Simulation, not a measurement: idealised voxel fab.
Process module in this document: voxel spacer lines
The cross-section shown here is cut; it is 220 nm wide and divided into square cells measuring 5 nm on a side.
In what follows, cross-sections appear as grids of square cells, described through bands that run from the top down, where every band is one or more rows of cells.
For a band, the entry starts with two heights in nm, that of the top and then that of the bottom, and carries on with the band's materials in order from left to right, each alongside its width in nm; the word "all across" beside a single material means it fills the band edge to edge, and "air" means empty space.
Note: height 0 marks the level under which the wafer is uniformly one material as received. Lowest band unbounded below, written "z 0 and below".
A width such as "30 to 40" changes by the same amount from each row of cells to the next, from the band's top row to its bottom row.
"nothing different" means the step left every cell of the cross-section as it was.
Enclosed voids (no open way to top), threshold 8 cells or more, entry "Closed-off voids", notation width x height at distance, distance from left edge, nm.
Anything after a step's settings on that line? It's the simulator's own note about the step.
"overlay nm" on a masked step: distance the mask lay right of its planned place, negative for left.

### plan
1. RECEIVE [material Si]
2. CONFORMAL_DEP [material Al2O3] [thk nm 5]
3. DIRECTIONAL_DEP [material TiN] [thk nm 20]
4. DIRECTIONAL_DEP [material aC] [thk nm 30]
5. PATTERN [tone cover] [mask id MANDREL] [material resist] [width nm 20] [pitch nm 70] [thk nm 40] [overlay nm 0]
6. DIRECTIONAL_ETCH [etch materials aC] [depth nm 30]
7. STRIP [etch materials resist]
8. CONFORMAL_DEP [material SiN] [thk nm 15]
9. DIRECTIONAL_ETCH [etch materials SiN] [depth nm 15]
10. STRIP [etch materials aC]
11. DIRECTIONAL_ETCH [etch materials TiN] [depth nm 20]
12. STRIP [etch materials SiN]

### Cross-section: wafer on arrival = after step 1
    z 0 and below: Si all across
    Closed-off voids: none

### End-of-module XS, first of two wafers, run as planned
    z 25 to 5: air (15) | TiN (15) | air (20) | TiN (15) | air (20) | TiN (15) | air (20) | TiN (15) | air (20) | TiN (15) | air (20) | TiN (15) | air (15)
    z 5 to 0: Al2O3 all across
    z 0 and below: Si all across
    Closed-off voids: none

### Second wafer through the module, sectioned at the end: same beginning and same plan as the first wafer, with one mistake in carrying it out
    z 20 to 0: air (15) | TiN (15) | air (20) | TiN (15) | air (20) | TiN (15) | air (20) | TiN (15) | air (20) | TiN (15) | air (20) | TiN (15) | air (15)
    z 0 and below: Si all across
    Closed-off voids: none
Diagnosis: plan step 2 never ran because it was skipped
Bottom line after processing is that, in cells, the second wafer is up or down on some materials versus the first: Al2O3: 44 fewer
